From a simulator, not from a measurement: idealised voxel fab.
process module | voxel self aligned contacts
cross-section cut | 265 nm wide | cells 5 nm
A cross-section is a grid of square cells, given in bands from the top down. A band is one or more rows of cells.
Each band's line starts with the height of the band's top and of its bottom, in nm. Then come its materials from left to right, each with its width in nm. One material with "throughout" fills the band from edge to edge. "air" is empty space.
Height 0 is the level under which the wafer as received is all one material. The lowest band goes on downwards, as in "0 down".
A width such as "30 to 40" changes by the same amount from each row of cells to the next, from the band's top row to its bottom row.
"no change" after a step means that no cell of the cross-section changed.
closed voids: empty space of 8 cells or more with no open way to the top, each as width x height at its distance from the left edge, in nm
after a step's settings: what the simulator itself notes on the step
overlay nm, on a step with a mask: how far to the right of its planned place the mask lay; to the left if negative
plan
1 op RECEIVE | material Si
2 op OXIDIZE | depth nm 5
3 op DIRECTIONAL_DEP | material polySi | thk nm 30
4 op DIRECTIONAL_DEP | material SiN | thk nm 20
5 op DIRECTIONAL_DEP | material aC | thk nm 15
6 op PATTERN | tone cover | mask id GATE | material resist | width nm 35 | pitch nm 70 | thk nm 30 | overlay nm 0
7 op DIRECTIONAL_ETCH | etch materials aC | depth nm 15
8 op STRIP | etch materials resist
9 op DIRECTIONAL_ETCH | etch materials SiN | depth nm 20
10 op DIRECTIONAL_ETCH | etch materials polySi | depth nm 30
11 op STRIP | etch materials aC
12 op CONFORMAL_DEP | material SiN | thk nm 5
13 op DIRECTIONAL_ETCH | etch materials SiN | depth nm 5
14 op FILL_DEP | material SiO2 | thk nm 10
15 op CMP | height nm 55
16 op PATTERN | tone open | mask id CONTACT | material resist | width nm 45 | thk nm 15 | overlay nm 0
17 op DIRECTIONAL_ETCH | etch materials SiO2 | depth nm 60
18 op STRIP | etch materials resist
19 op CONFORMAL_DEP | material TiN | thk nm 5
20 op FILL_DEP | material Ru | thk nm 10
21 op CMP | height nm 55
22 op CONFORMAL_DEP | material SiN | thk nm 5
varied across the wafers: width nm of step 16. The plan shows the first wafer's value. All wafers start alike
first wafer as received, after step 1
  0 down: Si throughout
  closed voids: none
first wafer at the end, after step 22
  60 to 55: SiN throughout
  55 to 50: SiO2 110 | TiN 15 | Ru 15 | TiN 15 | SiO2 110
  50 to 30: SiO2 75 | SiN 45 | TiN 5 | Ru 15 | TiN 5 | SiN 45 | SiO2 75
  30 to 0: SiO2 75 | SiN 5 | polySi 35 | SiN 5 | TiN 5 | Ru 15 | TiN 5 | SiN 5 | polySi 35 | SiN 5 | SiO2 75
  0 to -5: SiO2 120 | TiN 25 | SiO2 120
  -5 down: Si throughout
  closed voids: none
last wafer at the end
  60 to 55: SiN throughout
  55 to 50: SiO2 100 | TiN 25 | Ru 15 | TiN 30 | SiO2 95
  50 to 30: SiO2 75 | SiN 45 | TiN 5 | Ru 15 | TiN 5 | SiN 45 | SiO2 75
  30 to 0: SiO2 75 | SiN 5 | polySi 35 | SiN 5 | TiN 5 | Ru 15 | TiN 5 | SiN 5 | polySi 35 | SiN 5 | SiO2 75
  0 to -5: SiO2 120 | TiN 25 | SiO2 120
  -5 down: Si throughout
  closed voids: none
each wafer at the end: cells of each material gained (+) or lost (-) since it was received, then its closed voids
width nm 45 | +33 Ru | -53 Si | +149 SiN | +392 SiO2 | +31 TiN | +84 polySi | closed voids: none
width nm 50 | +33 Ru | -53 Si | +149 SiN | +391 SiO2 | +32 TiN | +84 polySi | closed voids: none
width nm 55 | +33 Ru | -53 Si | +149 SiN | +390 SiO2 | +33 TiN | +84 polySi | closed voids: none
width nm 60 | +33 Ru | -53 Si | +149 SiN | +389 SiO2 | +34 TiN | +84 polySi | closed voids: none
width nm 65 | +33 Ru | -53 Si | +149 SiN | +388 SiO2 | +35 TiN | +84 polySi | closed voids: none
width nm 70 | +33 Ru | -53 Si | +149 SiN | +387 SiO2 | +36 TiN | +84 polySi | closed voids: none
